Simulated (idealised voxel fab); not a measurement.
Presented below is a process module, voxel tone inversion.
Square cell edge 5 nm, section width 210 nm, ID cut.
Bands, listed from the top down, are how a cross-section gets written in this document; the cross-section itself is a grid of square cells, and a band is one or more rows of them.
In this notation a band is specified by the heights of its top and bottom, in that order and in nm, after which its materials appear from left to right, each paired with its width in nm. The word "all across" attached to a single material means that material fills the band from edge to edge; the word "empty" stands for empty space.
Heights from 0 (as-received wafer is one material below). Bottom band endless downward, as "0 down".
Top row gets the first number, bottom row gets the second, and each row in between changes by the same step: that is how a band width like "30->40" works.
"no change" after a step means that no cell of the cross-section changed.
Closed cavity list: empty space of 8 cells or more with no open way to the top, each as width x height at its distance from the left edge, in nm
On a step's line, text after the settings is the simulator commenting on that step.
"overlay nm", when on a step's line for a step with a mask, measures how far to the right of its planned place the mask lay; a negative measure means to the left.
For the reader: what remains of this document is a series of pairs, each showing a cross-section before one process step and a cross-section after that step which reaches down only to the lowest band that changed, with the step between them and its settings set out under the pair. It should not be assumed that a pair continues from the pair above it; the pairs can come from different runs of this module on the same starting wafer, and such continuity exists only where the entry headed "Status before step" says so.
STATUS BEFORE STEP
- 0 down = Si all across
- Closed cavity list: none
RESULTING CROSS-SECTION
- 10 to 0 = SiN all across
- Note: structure below 0 unchanged.
- Closed cavity list: none
Formally, the process step situated between the two cross-sections above is CONFORMAL_DEP (material SiN; thk nm 10)
Status before step: this step begins from the cross-section that the pair just above shows after its step.
RESULTING CROSS-SECTION
- 35 to 10 = aC all across
- Note: structure below 10 unchanged.
- Closed cavity list: none
Formally, the process step situated between the two cross-sections above is DIRECTIONAL_DEP (material aC; thk nm 25)
Status before step: this step begins from the cross-section that the pair just above shows after its step.
RESULTING CROSS-SECTION
- 65 to 35 = empty (75), then resist (20), then empty (20), then resist (20), then empty (75)
- Note: structure below 35 unchanged.
- Closed cavity list: none
Formally, the process step situated between the two cross-sections above is PATTERN (tone cover; mask id POSTS; material resist; width nm 20; pitch nm 40; thk nm 30; overlay nm 0)
Status before step: this step begins from the cross-section that the pair just above shows after its step.
RESULTING CROSS-SECTION
- 40 to 35 = empty (75), then resist (20), then empty (20), then resist (20), then empty (75)
- 35 to 10 = empty (75), then aC (20), then empty (20), then aC (20), then empty (75)
- Note: structure below 10 unchanged.
- Closed cavity list: none
Formally, the process step situated between the two cross-sections above is DIRECTIONAL_ETCH (etch materials aC; depth nm 25)
Status before step: this step begins from the cross-section that the pair just above shows after its step.
RESULTING CROSS-SECTION
- 35 to 10 = empty (75), then aC (20), then empty (20), then aC (20), then empty (75)
- Note: structure below 10 unchanged.
- Closed cavity list: none
Formally, the process step situated between the two cross-sections above is STRIP (etch materials resist)
Status before step: this step begins from the cross-section that the pair just above shows after its step.
RESULTING CROSS-SECTION
- 45 to 35 = lowk all across
- 35 to 10 = lowk (75), then aC (20), then lowk (20), then aC (20), then lowk (75)
- Note: structure below 10 unchanged.
- Closed cavity list: none
Formally, the process step situated between the two cross-sections above is FILL_DEP (material lowk; thk nm 10)
Status before step: this step begins from the cross-section that the pair just above shows after its step.
RESULTING CROSS-SECTION
- 35 to 10 = lowk (75), then aC (20), then lowk (20), then aC (20), then lowk (75)
- Note: structure below 10 unchanged.
- Closed cavity list: none
Formally, the process step situated between the two cross-sections above is CMP (height nm 35)
Status before step: this step begins from the cross-section that the pair just above shows after its step.
RESULTING CROSS-SECTION
- 35 to 10 = lowk (75), then empty (20), then lowk (20), then empty (20), then lowk (75)
- Note: structure below 10 unchanged.
- Closed cavity list: none
Formally, the process step situated between the two cross-sections above is STRIP (etch materials aC)
Status before step: this step begins from the cross-section that the pair just above shows after its step.
RESULTING CROSS-SECTION
- 40 to 35 = TiN (80), then empty (10), then TiN (30), then empty (10), then TiN (80)
- 35 to 15 = lowk (75), then TiN (5), then empty (10), then TiN (5), then lowk (20), then TiN (5), then empty (10), then TiN (5), then lowk (75)
- 15 to 10 = lowk (75), then TiN (20), then lowk (20), then TiN (20), then lowk (75)
- Note: structure below 10 unchanged.
- Closed cavity list: none
Formally, the process step situated between the two cross-sections above is CONFORMAL_DEP (material TiN; thk nm 5)
Status before step: this step begins from the cross-section that the pair just above shows after its step.
RESULTING CROSS-SECTION
- 45 to 40 = W all across
- 40 to 35 = TiN (80), then W (10), then TiN (30), then W (10), then TiN (80)
- 35 to 15 = lowk (75), then TiN (5), then W (10), then TiN (5), then lowk (20), then TiN (5), then W (10), then TiN (5), then lowk (75)
- Note: structure below 15 unchanged.
- Closed cavity list: none
Formally, the process step situated between the two cross-sections above is FILL_DEP (material W; thk nm 5)
Status before step: this step begins from the cross-section that the pair just above shows after its step.
RESULTING CROSS-SECTION
- 35 to 15 = lowk (75), then TiN (5), then W (10), then TiN (5), then lowk (20), then TiN (5), then W (10), then TiN (5), then lowk (75)
- Note: structure below 15 unchanged.
- Closed cavity list: none
Formally, the process step situated between the two cross-sections above is CMP (height nm 35)
Status before step: this step begins from the cross-section that the pair just above shows after its step.
RESULTING CROSS-SECTION
- 40 to 35 = SiCN all across
- Note: structure below 35 unchanged.
- Closed cavity list: none
Formally, the process step situated between the two cross-sections above is CONFORMAL_DEP (material SiCN; thk nm 5)
STATUS BEFORE STEP
- 0 down = Si all across
- Closed cavity list: none
RESULTING CROSS-SECTION
- 25 to 0 = aC all across
- Note: structure below 0 unchanged.
- Closed cavity list: none
Formally, the process step situated between the two cross-sections above is DIRECTIONAL_DEP (material aC; thk nm 25)
Status before step: this step begins from the cross-section that the pair just above shows after its step.
RESULTING CROSS-SECTION
- 55 to 25 = empty (75), then resist (20), then empty (20), then resist (20), then empty (75)
- Note: structure below 25 unchanged.
- Closed cavity list: none
Formally, the process step situated between the two cross-sections above is PATTERN (tone cover; mask id POSTS; material resist; width nm 20; pitch nm 40; thk nm 30; overlay nm 0)
Status before step: this step begins from the cross-section that the pair just above shows after its step.
RESULTING CROSS-SECTION
- 30 to 25 = empty (75), then resist (20), then empty (20), then resist (20), then empty (75)
- 25 to 0 = empty (75), then aC (20), then empty (20), then aC (20), then empty (75)
- Note: structure below 0 unchanged.
- Closed cavity list: none
Formally, the process step situated between the two cross-sections above is DIRECTIONAL_ETCH (etch materials aC; depth nm 25)
Status before step: this step begins from the cross-section that the pair just above shows after its step.
RESULTING CROSS-SECTION
- 25 to 0 = empty (75), then aC (20), then empty (20), then aC (20), then empty (75)
- Note: structure below 0 unchanged.
- Closed cavity list: none
Formally, the process step situated between the two cross-sections above is STRIP (etch materials resist)
Status before step: this step begins from the cross-section that the pair just above shows after its step.
RESULTING CROSS-SECTION
- 35 to 25 = lowk all across
- 25 to 0 = lowk (75), then aC (20), then lowk (20), then aC (20), then lowk (75)
- Note: structure below 0 unchanged.
- Closed cavity list: none
Formally, the process step situated between the two cross-sections above is FILL_DEP (material lowk; thk nm 10)
Status before step: this step begins from the cross-section that the pair just above shows after its step.
RESULTING CROSS-SECTION
- 40 to 35 = TiN all across
- Note: structure below 35 unchanged.
- Closed cavity list: none
Formally, the process step situated between the two cross-sections above is CONFORMAL_DEP (material TiN; thk nm 5)
Status before step: this step begins from the cross-section that the pair just above shows after its step.
RESULTING CROSS-SECTION
- 45 to 40 = W all across
- Note: structure below 40 unchanged.
- Closed cavity list: none
Formally, the process step situated between the two cross-sections above is FILL_DEP (material W; thk nm 5)
Status before step: this step begins from the cross-section that the pair just above shows after its step.
RESULTING CROSS-SECTION
- 35 to 25 = lowk all across
- Note: structure below 25 unchanged.
- Closed cavity list: none
Formally, the process step situated between the two cross-sections above is CMP (height nm 35)
Status before step: this step begins from the cross-section that the pair just above shows after its step.
RESULTING CROSS-SECTION
- 40 to 35 = SiCN all across
- Note: structure below 35 unchanged.
- Closed cavity list: none
Formally, the process step situated between the two cross-sections above is CONFORMAL_DEP (material SiCN; thk nm 5)
STATUS BEFORE STEP
- 25 to 0 = aC all across
- 0 down = Si all across
- Closed cavity list: none
RESULTING CROSS-SECTION
- 35 to 25 = SiN all across
- Note: structure below 25 unchanged.
- Closed cavity list: none
Formally, the process step situated between the two cross-sections above is CONFORMAL_DEP (material SiN; thk nm 10)
Status before step: this step begins from the cross-section that the pair just above shows after its step.
RESULTING CROSS-SECTION
- 65 to 35 = empty (75), then resist (20), then empty (20), then resist (20), then empty (75)
- Note: structure below 35 unchanged.
- Closed cavity list: none
Formally, the process step situated between the two cross-sections above is PATTERN (tone cover; mask id POSTS; material resist; width nm 20; pitch nm 40; thk nm 30; overlay nm 0)
Status before step: this step begins from the cross-section that the pair just above shows after its step.
RESULTING CROSS-SECTION
- 40 to 35 = empty (75), then resist (20), then empty (20), then resist (20), then empty (75)
- Note: structure below 35 unchanged.
- Closed cavity list: none
Formally, the process step situated between the two cross-sections above is DIRECTIONAL_ETCH (etch materials aC; depth nm 25)
Status before step: this step begins from the cross-section that the pair just above shows after its step.
RESULTING CROSS-SECTION
- 35 to 25 = SiN all across
- Note: structure below 25 unchanged.
- Closed cavity list: none
Formally, the process step situated between the two cross-sections above is STRIP (etch materials resist)
Status before step: this step begins from the cross-section that the pair just above shows after its step.
RESULTING CROSS-SECTION
- 45 to 35 = lowk all across
- Note: structure below 35 unchanged.
- Closed cavity list: none
Formally, the process step situated between the two cross-sections above is FILL_DEP (material lowk; thk nm 10)
Status before step: this step begins from the cross-section that the pair just above shows after its step.
RESULTING CROSS-SECTION
- 35 to 25 = SiN all across
- Note: structure below 25 unchanged.
- Closed cavity list: none
Formally, the process step situated between the two cross-sections above is CMP (height nm 35)
Status before step: this step begins from the cross-section that the pair just above shows after its step.
RESULTING CROSS-SECTION
- 40 to 35 = TiN all across
- Note: structure below 35 unchanged.
- Closed cavity list: none
Formally, the process step situated between the two cross-sections above is CONFORMAL_DEP (material TiN; thk nm 5)
Status before step: this step begins from the cross-section that the pair just above shows after its step.
RESULTING CROSS-SECTION
- 45 to 40 = W all across
- Note: structure below 40 unchanged.
- Closed cavity list: none
Formally, the process step situated between the two cross-sections above is FILL_DEP (material W; thk nm 5)
Status before step: this step begins from the cross-section that the pair just above shows after its step.
RESULTING CROSS-SECTION
- 35 to 25 = SiN all across
- Note: structure below 25 unchanged.
- Closed cavity list: none
Formally, the process step situated between the two cross-sections above is CMP (height nm 35)
Status before step: this step begins from the cross-section that the pair just above shows after its step.
RESULTING CROSS-SECTION
- 40 to 35 = SiCN all across
- Note: structure below 35 unchanged.
- Closed cavity list: none
Formally, the process step situated between the two cross-sections above is CONFORMAL_DEP (material SiCN; thk nm 5)
STATUS BEFORE STEP
- 0 down = Si all across
- Closed cavity list: none
RESULTING CROSS-SECTION
- 5 to 0 = SiN all across
- Note: structure below 0 unchanged.
- Closed cavity list: none
Formally, the process step situated between the two cross-sections above is CONFORMAL_DEP (material SiN; thk nm 5)
Status before step: this step begins from the cross-section that the pair just above shows after its step.
RESULTING CROSS-SECTION
- 30 to 5 = aC all across
- Note: structure below 5 unchanged.
- Closed cavity list: none
Formally, the process step situated between the two cross-sections above is DIRECTIONAL_DEP (material aC; thk nm 25)
Status before step: this step begins from the cross-section that the pair just above shows after its step.
RESULTING CROSS-SECTION
- 60 to 30 = empty (75), then resist (20), then empty (20), then resist (20), then empty (75)
- Note: structure below 30 unchanged.
- Closed cavity list: none
Formally, the process step situated between the two cross-sections above is PATTERN (tone cover; mask id POSTS; material resist; width nm 20; pitch nm 40; thk nm 30; overlay nm 0)
Status before step: this step begins from the cross-section that the pair just above shows after its step.
RESULTING CROSS-SECTION
- 35 to 30 = empty (75), then resist (20), then empty (20), then resist (20), then empty (75)
- 30 to 5 = empty (75), then aC (20), then empty (20), then aC (20), then empty (75)
- Note: structure below 5 unchanged.
- Closed cavity list: none
Formally, the process step situated between the two cross-sections above is DIRECTIONAL_ETCH (etch materials aC; depth nm 25)
Status before step: this step begins from the cross-section that the pair just above shows after its step.
RESULTING CROSS-SECTION
- 30 to 5 = empty (75), then aC (20), then empty (20), then aC (20), then empty (75)
- Note: structure below 5 unchanged.
- Closed cavity list: none
Formally, the process step situated between the two cross-sections above is STRIP (etch materials resist)
Status before step: this step begins from the cross-section that the pair just above shows after its step.
RESULTING CROSS-SECTION
- 40 to 30 = lowk all across
- 30 to 5 = lowk (75), then aC (20), then lowk (20), then aC (20), then lowk (75)
- Note: structure below 5 unchanged.
- Closed cavity list: none
Formally, the process step situated between the two cross-sections above is FILL_DEP (material lowk; thk nm 10)
Status before step: this step begins from the cross-section that the pair just above shows after its step.
RESULTING CROSS-SECTION
- 35 to 30 = lowk all across
- Note: structure below 30 unchanged.
- Closed cavity list: none
Formally, the process step situated between the two cross-sections above is CMP (height nm 35)
Status before step: this step begins from the cross-section that the pair just above shows after its step.
RESULTING CROSS-SECTION
- 40 to 35 = TiN all across
- Note: structure below 35 unchanged.
- Closed cavity list: none
Formally, the process step situated between the two cross-sections above is CONFORMAL_DEP (material TiN; thk nm 5)
Status before step: this step begins from the cross-section that the pair just above shows after its step.
RESULTING CROSS-SECTION
- 45 to 40 = W all across
- Note: structure below 40 unchanged.
- Closed cavity list: none
Formally, the process step situated between the two cross-sections above is FILL_DEP (material W; thk nm 5)
Status before step: this step begins from the cross-section that the pair just above shows after its step.
RESULTING CROSS-SECTION
- 35 to 30 = lowk all across
- Note: structure below 30 unchanged.
- Closed cavity list: none
Formally, the process step situated between the two cross-sections above is CMP (height nm 35)
Status before step: this step begins from the cross-section that the pair just above shows after its step.
RESULTING CROSS-SECTION
- 40 to 35 = SiCN all across
- Note: structure below 35 unchanged.
- Closed cavity list: none
Formally, the process step situated between the two cross-sections above is CONFORMAL_DEP (material SiCN; thk nm 5)
STATUS BEFORE STEP
- 35 to 10 = aC all across
- 10 to 0 = SiN all across
- 0 down = Si all across
- Closed cavity list: none
RESULTING CROSS-SECTION
- 65 to 35 = empty (80), then resist (15), then empty (25), then resist (15), then empty (75)
- Note: structure below 35 unchanged.
- Closed cavity list: none
Formally, the process step situated between the two cross-sections above is PATTERN (tone cover; mask id POSTS; material resist; width nm 15; pitch nm 40; thk nm 30; overlay nm 0)
Status before step: this step begins from the cross-section that the pair just above shows after its step.
RESULTING CROSS-SECTION
- 40 to 35 = empty (80), then resist (15), then empty (25), then resist (15), then empty (75)
- 35 to 10 = empty (80), then aC (15), then empty (25), then aC (15), then empty (75)
- Note: structure below 10 unchanged.
- Closed cavity list: none
Formally, the process step situated between the two cross-sections above is DIRECTIONAL_ETCH (etch materials aC; depth nm 25)
Status before step: this step begins from the cross-section that the pair just above shows after its step.
RESULTING CROSS-SECTION
- 35 to 10 = empty (80), then aC (15), then empty (25), then aC (15), then empty (75)
- Note: structure below 10 unchanged.
- Closed cavity list: none
Formally, the process step situated between the two cross-sections above is STRIP (etch materials resist)
Status before step: this step begins from the cross-section that the pair just above shows after its step.
RESULTING CROSS-SECTION
- 45 to 35 = lowk all across
- 35 to 10 = lowk (80), then aC (15), then lowk (25), then aC (15), then lowk (75)
- Note: structure below 10 unchanged.
- Closed cavity list: none
Formally, the process step situated between the two cross-sections above is FILL_DEP (material lowk; thk nm 10)
Status before step: this step begins from the cross-section that the pair just above shows after its step.
RESULTING CROSS-SECTION
- 35 to 10 = lowk (80), then aC (15), then lowk (25), then aC (15), then lowk (75)
- Note: structure below 10 unchanged.
- Closed cavity list: none
Formally, the process step situated between the two cross-sections above is CMP (height nm 35)
Status before step: this step begins from the cross-section that the pair just above shows after its step.
RESULTING CROSS-SECTION
- 35 to 10 = lowk (80), then empty (15), then lowk (25), then empty (15), then lowk (75)
- Note: structure below 10 unchanged.
- Closed cavity list: none
Formally, the process step situated between the two cross-sections above is STRIP (etch materials aC)
Status before step: this step begins from the cross-section that the pair just above shows after its step.
RESULTING CROSS-SECTION
- 40 to 35 = TiN (85), then empty (5), then TiN (35), then empty (5), then TiN (80)
- 35 to 15 = lowk (80), then TiN (5), then empty (5), then TiN (5), then lowk (25), then TiN (5), then empty (5), then TiN (5), then lowk (75)
- 15 to 10 = lowk (80), then TiN (15), then lowk (25), then TiN (15), then lowk (75)
- Note: structure below 10 unchanged.
- Closed cavity list: none
Formally, the process step situated between the two cross-sections above is CONFORMAL_DEP (material TiN; thk nm 5)
Status before step: this step begins from the cross-section that the pair just above shows after its step.
RESULTING CROSS-SECTION
- 45 to 40 = W all across
- 40 to 35 = TiN (85), then W (5), then TiN (35), then W (5), then TiN (80)
- 35 to 15 = lowk (80), then TiN (5), then W (5), then TiN (5), then lowk (25), then TiN (5), then W (5), then TiN (5), then lowk (75)
- Note: structure below 15 unchanged.
- Closed cavity list: none
Formally, the process step situated between the two cross-sections above is FILL_DEP (material W; thk nm 5)
Status before step: this step begins from the cross-section that the pair just above shows after its step.
RESULTING CROSS-SECTION
- 35 to 15 = lowk (80), then TiN (5), then W (5), then TiN (5), then lowk (25), then TiN (5), then W (5), then TiN (5), then lowk (75)
- Note: structure below 15 unchanged.
- Closed cavity list: none
Formally, the process step situated between the two cross-sections above is CMP (height nm 35)
Status before step: this step begins from the cross-section that the pair just above shows after its step.
RESULTING CROSS-SECTION
- 40 to 35 = SiCN all across
- Note: structure below 35 unchanged.
- Closed cavity list: none
Formally, the process step situated between the two cross-sections above is CONFORMAL_DEP (material SiCN; thk nm 5)
STATUS BEFORE STEP
- 35 to 10 = aC all across
- 10 to 0 = SiN all across
- 0 down = Si all across
- Closed cavity list: none
RESULTING CROSS-SECTION
- 65 to 35 = empty (65), then resist (20), then empty (20), then resist (20), then empty (85)
- Note: structure below 35 unchanged.
- Closed cavity list: none
Formally, the process step situated between the two cross-sections above is PATTERN (tone cover; mask id POSTS; material resist; width nm 20; pitch nm 40; thk nm 30; overlay nm -10)
Status before step: this step begins from the cross-section that the pair just above shows after its step.
RESULTING CROSS-SECTION
- 40 to 35 = empty (65), then resist (20), then empty (20), then resist (20), then empty (85)
- 35 to 10 = empty (65), then aC (20), then empty (20), then aC (20), then empty (85)
- Note: structure below 10 unchanged.
- Closed cavity list: none
Formally, the process step situated between the two cross-sections above is DIRECTIONAL_ETCH (etch materials aC; depth nm 25)
Status before step: this step begins from the cross-section that the pair just above shows after its step.
RESULTING CROSS-SECTION
- 35 to 10 = empty (65), then aC (20), then empty (20), then aC (20), then empty (85)
- Note: structure below 10 unchanged.
- Closed cavity list: none
Formally, the process step situated between the two cross-sections above is STRIP (etch materials resist)
Status before step: this step begins from the cross-section that the pair just above shows after its step.
RESULTING CROSS-SECTION
- 45 to 35 = lowk all across
- 35 to 10 = lowk (65), then aC (20), then lowk (20), then aC (20), then lowk (85)
- Note: structure below 10 unchanged.
- Closed cavity list: none
Formally, the process step situated between the two cross-sections above is FILL_DEP (material lowk; thk nm 10)
Status before step: this step begins from the cross-section that the pair just above shows after its step.
RESULTING CROSS-SECTION
- 35 to 10 = lowk (65), then aC (20), then lowk (20), then aC (20), then lowk (85)
- Note: structure below 10 unchanged.
- Closed cavity list: none
Formally, the process step situated between the two cross-sections above is CMP (height nm 35)
Status before step: this step begins from the cross-section that the pair just above shows after its step.
RESULTING CROSS-SECTION
- 35 to 10 = lowk (65), then empty (20), then lowk (20), then empty (20), then lowk (85)
- Note: structure below 10 unchanged.
- Closed cavity list: none
Formally, the process step situated between the two cross-sections above is STRIP (etch materials aC)
Status before step: this step begins from the cross-section that the pair just above shows after its step.
RESULTING CROSS-SECTION
- 40 to 35 = TiN (70), then empty (10), then TiN (30), then empty (10), then TiN (90)
- 35 to 15 = lowk (65), then TiN (5), then empty (10), then TiN (5), then lowk (20), then TiN (5), then empty (10), then TiN (5), then lowk (85)
- 15 to 10 = lowk (65), then TiN (20), then lowk (20), then TiN (20), then lowk (85)
- Note: structure below 10 unchanged.
- Closed cavity list: none
Formally, the process step situated between the two cross-sections above is CONFORMAL_DEP (material TiN; thk nm 5)
Status before step: this step begins from the cross-section that the pair just above shows after its step.
RESULTING CROSS-SECTION
- 45 to 40 = W all across
- 40 to 35 = TiN (70), then W (10), then TiN (30), then W (10), then TiN (90)
- 35 to 15 = lowk (65), then TiN (5), then W (10), then TiN (5), then lowk (20), then TiN (5), then W (10), then TiN (5), then lowk (85)
- Note: structure below 15 unchanged.
- Closed cavity list: none
Formally, the process step situated between the two cross-sections above is FILL_DEP (material W; thk nm 5)
Status before step: this step begins from the cross-section that the pair just above shows after its step.
RESULTING CROSS-SECTION
- 35 to 15 = lowk (65), then TiN (5), then W (10), then TiN (5), then lowk (20), then TiN (5), then W (10), then TiN (5), then lowk (85)
- Note: structure below 15 unchanged.
- Closed cavity list: none
Formally, the process step situated between the two cross-sections above is CMP (height nm 35)
Status before step: this step begins from the cross-section that the pair just above shows after its step.
RESULTING CROSS-SECTION
- 40 to 35 = SiCN all across
- Note: structure below 35 unchanged.
- Closed cavity list: none
Formally, the process step situated between the two cross-sections above is CONFORMAL_DEP (material SiCN; thk nm 5)
STATUS BEFORE STEP
- 35 to 10 = lowk (75), then empty (20), then lowk (20), then empty (20), then lowk (75)
- 10 to 0 = SiN all across
- 0 down = Si all across
- Closed cavity list: none
RESULTING CROSS-SECTION
- 40 to 35 = SiCN (80), then empty (10), then SiCN (30), then empty (10), then SiCN (80)
- 35 to 15 = lowk (75), then SiCN (5), then empty (10), then SiCN (5), then lowk (20), then SiCN (5), then empty (10), then SiCN (5), then lowk (75)
- 15 to 10 = lowk (75), then SiCN (20), then lowk (20), then SiCN (20), then lowk (75)
- Note: structure below 10 unchanged.
- Closed cavity list: none
Formally, the process step situated between the two cross-sections above is CONFORMAL_DEP (material SiCN; thk nm 5)
Status before step: this step begins from the cross-section that the pair just above shows after its step.
RESULTING CROSS-SECTION
- 45 to 40 = W all across
- 40 to 35 = SiCN (80), then W (10), then SiCN (30), then W (10), then SiCN (80)
- 35 to 15 = lowk (75), then SiCN (5), then W (10), then SiCN (5), then lowk (20), then SiCN (5), then W (10), then SiCN (5), then lowk (75)
- Note: structure below 15 unchanged.
- Closed cavity list: none
Formally, the process step situated between the two cross-sections above is FILL_DEP (material W; thk nm 5)
Status before step: this step begins from the cross-section that the pair just above shows after its step.
RESULTING CROSS-SECTION
- 35 to 15 = lowk (75), then SiCN (5), then W (10), then SiCN (5), then lowk (20), then SiCN (5), then W (10), then SiCN (5), then lowk (75)
- Note: structure below 15 unchanged.
- Closed cavity list: none
Formally, the process step situated between the two cross-sections above is CMP (height nm 35)
Status before step: this step begins from the cross-section that the pair just above shows after its step.
RESULTING CROSS-SECTION
- 40 to 35 = SiCN all across
- Note: structure below 35 unchanged.
- Closed cavity list: none
Formally, the process step situated between the two cross-sections above is CONFORMAL_DEP (material SiCN; thk nm 5)
STATUS BEFORE STEP
- 35 to 10 = aC all across
- 10 to 0 = SiN all across
- 0 down = Si all across
- Closed cavity list: none
RESULTING CROSS-SECTION
- 65 to 35 = resist (75), then empty (20), then resist (20), then empty (20), then resist (75)
- Note: structure below 35 unchanged.
- Closed cavity list: none
Formally, the process step situated between the two cross-sections above is PATTERN (tone open; mask id POSTS; material resist; width nm 20; pitch nm 40; thk nm 30; overlay nm 0)
Status before step: this step begins from the cross-section that the pair just above shows after its step.
RESULTING CROSS-SECTION
- 40 to 35 = resist (75), then empty (20), then resist (20), then empty (20), then resist (75)
- 35 to 10 = aC (75), then empty (20), then aC (20), then empty (20), then aC (75)
- Note: structure below 10 unchanged.
- Closed cavity list: none
Formally, the process step situated between the two cross-sections above is DIRECTIONAL_ETCH (etch materials aC; depth nm 25)
Status before step: this step begins from the cross-section that the pair just above shows after its step.
RESULTING CROSS-SECTION
- 35 to 10 = aC (75), then empty (20), then aC (20), then empty (20), then aC (75)
- Note: structure below 10 unchanged.
- Closed cavity list: none
Formally, the process step situated between the two cross-sections above is STRIP (etch materials resist)
Status before step: this step begins from the cross-section that the pair just above shows after its step.
RESULTING CROSS-SECTION
- 45 to 35 = lowk all across
- 35 to 10 = aC (75), then lowk (20), then aC (20), then lowk (20), then aC (75)
- Note: structure below 10 unchanged.
- Closed cavity list: none
Formally, the process step situated between the two cross-sections above is FILL_DEP (material lowk; thk nm 10)
Status before step: this step begins from the cross-section that the pair just above shows after its step.
RESULTING CROSS-SECTION
- 35 to 10 = aC (75), then lowk (20), then aC (20), then lowk (20), then aC (75)
- Note: structure below 10 unchanged.
- Closed cavity list: none
Formally, the process step situated between the two cross-sections above is CMP (height nm 35)
Status before step: this step begins from the cross-section that the pair just above shows after its step.
RESULTING CROSS-SECTION
- 35 to 10 = empty (75), then lowk (20), then empty (20), then lowk (20), then empty (75)
- Note: structure below 10 unchanged.
- Closed cavity list: none
Formally, the process step situated between the two cross-sections above is STRIP (etch materials aC)
Status before step: this step begins from the cross-section that the pair just above shows after its step.
RESULTING CROSS-SECTION
- 40 to 35 = empty (70), then TiN (30), then empty (10), then TiN (30), then empty (70)
- 35 to 15 = empty (70), then TiN (5), then lowk (20), then TiN (5), then empty (10), then TiN (5), then lowk (20), then TiN (5), then empty (70)
- 15 to 10 = TiN (75), then lowk (20), then TiN (20), then lowk (20), then TiN (75)
- Note: structure below 10 unchanged.
- Closed cavity list: none
Formally, the process step situated between the two cross-sections above is CONFORMAL_DEP (material TiN; thk nm 5)
Status before step: this step begins from the cross-section that the pair just above shows after its step.
RESULTING CROSS-SECTION
- 45 to 40 = W all across
- 40 to 35 = W (70), then TiN (30), then W (10), then TiN (30), then W (70)
- 35 to 15 = W (70), then TiN (5), then lowk (20), then TiN (5), then W (10), then TiN (5), then lowk (20), then TiN (5), then W (70)
- Note: structure below 15 unchanged.
- Closed cavity list: none
Formally, the process step situated between the two cross-sections above is FILL_DEP (material W; thk nm 5)
Status before step: this step begins from the cross-section that the pair just above shows after its step.
RESULTING CROSS-SECTION
- 35 to 15 = W (70), then TiN (5), then lowk (20), then TiN (5), then W (10), then TiN (5), then lowk (20), then TiN (5), then W (70)
- Note: structure below 15 unchanged.
- Closed cavity list: none
Formally, the process step situated between the two cross-sections above is CMP (height nm 35)
Status before step: this step begins from the cross-section that the pair just above shows after its step.
RESULTING CROSS-SECTION
- 40 to 35 = SiCN all across
- Note: structure below 35 unchanged.
- Closed cavity list: none
Formally, the process step situated between the two cross-sections above is CONFORMAL_DEP (material SiCN; thk nm 5)
